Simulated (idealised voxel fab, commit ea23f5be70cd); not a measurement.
Documented hereafter: the process module known as voxel self aligned vias.
Each square cell in cross-section cut measures 5 nm, and the section as a whole is 265 nm wide.
Notation: cross-section as square-cell grid; stated in bands, top first, going down; one or more cell rows per band.
The band entry comprises the height of the band's top followed by the height of its bottom, expressed in nm, and subsequently the band's materials from left to right, each stated together with its width in nm. Where a single material is marked with the word "edge to edge", that material fills the band from edge to edge. The word "blank" represents empty space.
Counting heights begins at 0, where everything beneath is, in the wafer as received, one material. The lowest band has no bottom; it goes on downwards, as "0 nm and below" shows.
Quick explanation for "30 to 40": the width changes in equal steps down the rows of cells, from the first number in the band's top row to the second number in its bottom row.
"nothing was modified" -> step changed no cross-section cell.
"Cavities, sealed" - sealed voids, min. 8 cells, no opening to top; format: width x height at distance (distance from left edge; nm throughout).
Anything after a step's settings on that line? It's the simulator's own note about the step.
overlay nm: step with mask; distance mask lay right of planned place; negative value = left of planned place.

## Below is the list of planned process steps
- 1: RECEIVE | material Si
- 2: CONFORMAL_DEP | material SiO2 | thk nm 10
- 3: CONFORMAL_DEP | material SiCN | thk nm 5
- 4: DIRECTIONAL_DEP | material lowk | thk nm 25
- 5: MASKED_ETCH | tone open | mask id LINES | width nm 25 | pitch nm 65 | etch materials lowk | depth nm 25 | overlay nm 0
- 6: CONFORMAL_DEP | material TiN | thk nm 5
- 7: FILL_DEP | material W | thk nm 5
- 8: CMP | height nm 40
- 9: SELECTIVE_ETCH | etch materials W Ru TiN | depth nm 10
- 10: FILL_DEP | material SiN | thk nm 10
- 11: CMP | height nm 40
- 12: DIRECTIONAL_DEP | material lowk | thk nm 15
- 13: DIRECTIONAL_DEP | material aC | thk nm 15
- 14: PATTERN | tone open | mask id VIAS | material resist | width nm 35 | pitch nm 130 | thk nm 30 | overlay nm 0
- 15: DIRECTIONAL_ETCH | etch materials aC | depth nm 15
- 16: STRIP | etch materials resist
- 17: DIRECTIONAL_ETCH | etch materials lowk | depth nm 15
- 18: DIRECTIONAL_ETCH | etch materials SiN | depth nm 10
- 19: STRIP | etch materials aC
- 20: CONFORMAL_DEP | material TiN | thk nm 5
- 21: FILL_DEP | material Cu | thk nm 5
- 22: CMP | height nm 55
- 23: CONFORMAL_DEP | material SiCN | thk nm 5

## Incoming wafer, cross-sectional view, post step 1
> 0 nm and below: Si edge to edge
> Cavities, sealed: none

## This is how the wafer looks in cross-section once the module is done, given the starting state and plan above and one mistake in carrying the plan out
> 50 nm to 45 nm: SiCN edge to edge
> 45 nm to 40 nm: lowk 50 nm, then TiN 10 nm, then Cu 15 nm, then TiN 10 nm, then lowk 95 nm, then TiN 10 nm, then Cu 15 nm, then TiN 10 nm, then lowk 50 nm
> 40 nm to 35 nm: lowk 55 nm, then TiN 5 nm, then Cu 15 nm, then TiN 5 nm, then lowk 40 nm, then SiN 25 nm, then lowk 40 nm, then TiN 5 nm, then Cu 15 nm, then TiN 5 nm, then lowk 55 nm
> 35 nm to 30 nm: lowk 55 nm, then TiN 25 nm, then lowk 40 nm, then SiN 25 nm, then lowk 40 nm, then TiN 25 nm, then lowk 55 nm
> 30 nm to 20 nm: lowk 55 nm, then TiN 5 nm, then W 15 nm, then TiN 5 nm, then lowk 40 nm, then TiN 5 nm, then W 15 nm, then TiN 5 nm, then lowk 40 nm, then TiN 5 nm, then W 15 nm, then TiN 5 nm, then lowk 55 nm
> 20 nm to 15 nm: lowk 55 nm, then TiN 25 nm, then lowk 40 nm, then TiN 25 nm, then lowk 40 nm, then TiN 25 nm, then lowk 55 nm
> 15 nm to 10 nm: SiCN edge to edge
> 10 nm to 0 nm: SiO2 edge to edge
> 0 nm and below: Si edge to edge
> Cavities, sealed: none
What was the processing mistake? step 22 changed vs plan, executed as CMP | height nm 45
